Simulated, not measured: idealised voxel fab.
The following process module bears the name voxel trench capacitor.
Xsec cut, 190 nm wide, square cell size 5 nm.
This document writes a cross-section as a grid whose cells are square, and gives it as bands, listed from the top down; one or more rows of cells form a band.
This entry defines a band. It first specifies the height of the band's top and the height of its bottom in nm, and then specifies the band's materials from left to right, stating each material with its width in nm. The word "throughout" identifies a single material that fills the band from edge to edge, while the word "blank" identifies empty space.
Measure heights from 0. That's the level where, below it, the as-received wafer is all one material. The lowest band is bottomless and extends downward; write it as in "0 nm and below".
You'd read "30 to 40" like this: the band's top row of cells is as wide as the first number, its bottom row is as wide as the second, and going down, every row changes width by the same amount as the row before did.
What does "identical to before" mean for a step? It means no cell of the cross-section changed in that step.
For the entry "Enclosed internal voids", the listed items are empty spaces with no open way to the top whose size is 8 cells or more; each item follows the pattern width x height at distance, where distance is from the left edge and all three are in nm.
Text after the settings on a step's line: the simulator's own remark on that step.
The "overlay nm" setting may appear on a step's line; for a step that uses a mask, it gives how far to the right of its planned position the mask lay, and a negative value indicates the left.

[The following list gives the planned process steps]
step 1: RECEIVE (material Si)
step 2: CONFORMAL_DEP (material SiN; thk nm 5)
step 3: DIRECTIONAL_DEP (material aC; thk nm 10)
step 4: PATTERN (tone open; mask id TRENCH; material resist; width nm 30; pitch nm 55; thk nm 25; overlay nm 0)
step 5: DIRECTIONAL_ETCH (etch materials aC; depth nm 10)
step 6: STRIP (etch materials resist)
step 7: DIRECTIONAL_ETCH (etch materials SiN; depth nm 5)
step 8: DIRECTIONAL_ETCH (etch materials Si; depth nm 30)
step 9: STRIP (etch materials aC)
step 10: CONFORMAL_DEP (material HfO2; thk nm 5)
step 11: CONFORMAL_DEP (material TiN; thk nm 5)
step 12: FILL_DEP (material W; thk nm 10)
step 13: CMP (height nm 5)

[As-received wafer cross-section (after step 1)]
0 nm and below | Si throughout
Enclosed internal voids: none

[Cross-section, first of two wafers, end of module, run as planned]
5 nm to 0 nm | SiN: 25, then HfO2: 5, then TiN: 5, then W: 10, then TiN: 5, then HfO2: 5, then SiN: 25, then HfO2: 5, then TiN: 5, then W: 10, then TiN: 5, then HfO2: 5, then SiN: 25, then HfO2: 5, then TiN: 5, then W: 10, then TiN: 5, then HfO2: 5, then SiN: 25
0 nm to -20 nm | Si: 25, then HfO2: 5, then TiN: 5, then W: 10, then TiN: 5, then HfO2: 5, then Si: 25, then HfO2: 5, then TiN: 5, then W: 10, then TiN: 5, then HfO2: 5, then Si: 25, then HfO2: 5, then TiN: 5, then W: 10, then TiN: 5, then HfO2: 5, then Si: 25
-20 nm to -25 nm | Si: 25, then HfO2: 5, then TiN: 20, then HfO2: 5, then Si: 25, then HfO2: 5, then TiN: 20, then HfO2: 5, then Si: 25, then HfO2: 5, then TiN: 20, then HfO2: 5, then Si: 25
-25 nm to -30 nm | Si: 25, then HfO2: 30, then Si: 25, then HfO2: 30, then Si: 25, then HfO2: 30, then Si: 25
-30 nm and below | Si throughout
Enclosed internal voids: none

[The second wafer, shown in cross-section after the module: started the same way as the first and given the same plan, yet one mistake crept into how it was run]
5 nm to 0 nm | SiN: 20, then HfO2: 5, then TiN: 5, then W: 20, then TiN: 5, then HfO2: 5, then SiN: 15, then HfO2: 5, then TiN: 5, then W: 20, then TiN: 5, then HfO2: 5, then SiN: 15, then HfO2: 5, then TiN: 5, then W: 20, then TiN: 5, then HfO2: 5, then SiN: 20
0 nm to -20 nm | Si: 20, then HfO2: 5, then TiN: 5, then W: 20, then TiN: 5, then HfO2: 5, then Si: 15, then HfO2: 5, then TiN: 5, then W: 20, then TiN: 5, then HfO2: 5, then Si: 15, then HfO2: 5, then TiN: 5, then W: 20, then TiN: 5, then HfO2: 5, then Si: 20
-20 nm to -25 nm | Si: 20, then HfO2: 5, then TiN: 30, then HfO2: 5, then Si: 15, then HfO2: 5, then TiN: 30, then HfO2: 5, then Si: 15, then HfO2: 5, then TiN: 30, then HfO2: 5, then Si: 20
-25 nm to -30 nm | Si: 20, then HfO2: 40, then Si: 15, then HfO2: 40, then Si: 15, then HfO2: 40, then Si: 20
-30 nm and below | Si throughout
Enclosed internal voids: none
So what did we get wrong on this run? not per plan at step 4, really ran PATTERN (tone open; mask id TRENCH; material resist; width nm 40; pitch nm 55; thk nm 25; overlay nm 0)
It is noted that, at the conclusion of processing, the second wafer exhibits a higher or lower cell count for certain materials relative to the first: HfO2 +6, Si -36, SiN -6, TiN +6, W +30
